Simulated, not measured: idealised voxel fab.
process module | voxel lift off
cross-section cut | 265 nm wide | cells 5 nm
A cross-section is a grid of square cells, given in bands from the top down. A band is one or more rows of cells.
Each band's line starts with the height of the band's top and of its bottom, in nm. Then come its materials from left to right, each with its width in nm. One material with "throughout" fills the band from edge to edge. "air" is empty space.
Height 0 is the level under which the wafer as received is all one material. The lowest band goes on downwards, as in "0 down".
A width such as "30 to 40" changes by the same amount from each row of cells to the next, from the band's top row to its bottom row.
"no change" after a step means that no cell of the cross-section changed.
closed voids: empty space of 8 cells or more with no open way to the top, each as width x height at its distance from the left edge, in nm
after a step's settings: what the simulator itself notes on the step
overlay nm, on a step with a mask: how far to the right of its planned place the mask lay; to the left if negative
plan
1 op RECEIVE | material Si
2 op CONFORMAL_DEP | material SiO2 | thk nm 5
3 op PATTERN | tone open | mask id LINES | material resist | width nm 20 | pitch nm 50 | thk nm 30 | overlay nm 0
4 op DIRECTIONAL_DEP | material Ru | thk nm 15
5 op STRIP | etch materials resist
6 op CONFORMAL_DEP | material SiO2 | thk nm 5
as received, after step 1
  0 down: Si throughout
  closed voids: none
a wafer at the end: this start, this plan, one mistake
  25 to 20: SiO2 100 | air 10 | SiO2 40 | air 10 | SiO2 105
  20 to 10: Ru 95 | SiO2 5 | air 10 | SiO2 5 | Ru 30 | SiO2 5 | air 10 | SiO2 5 | Ru 100
  10 to 5: Ru 95 | SiO2 20 | Ru 30 | SiO2 20 | Ru 100
  5 to 0: SiO2 throughout
  0 down: Si throughout
  closed voids: none
what went wrong: step 3 ran as: op PATTERN | tone cover | mask id LINES | material resist | width nm 20 | pitch nm 50 | thk nm 30 | overlay nm 0
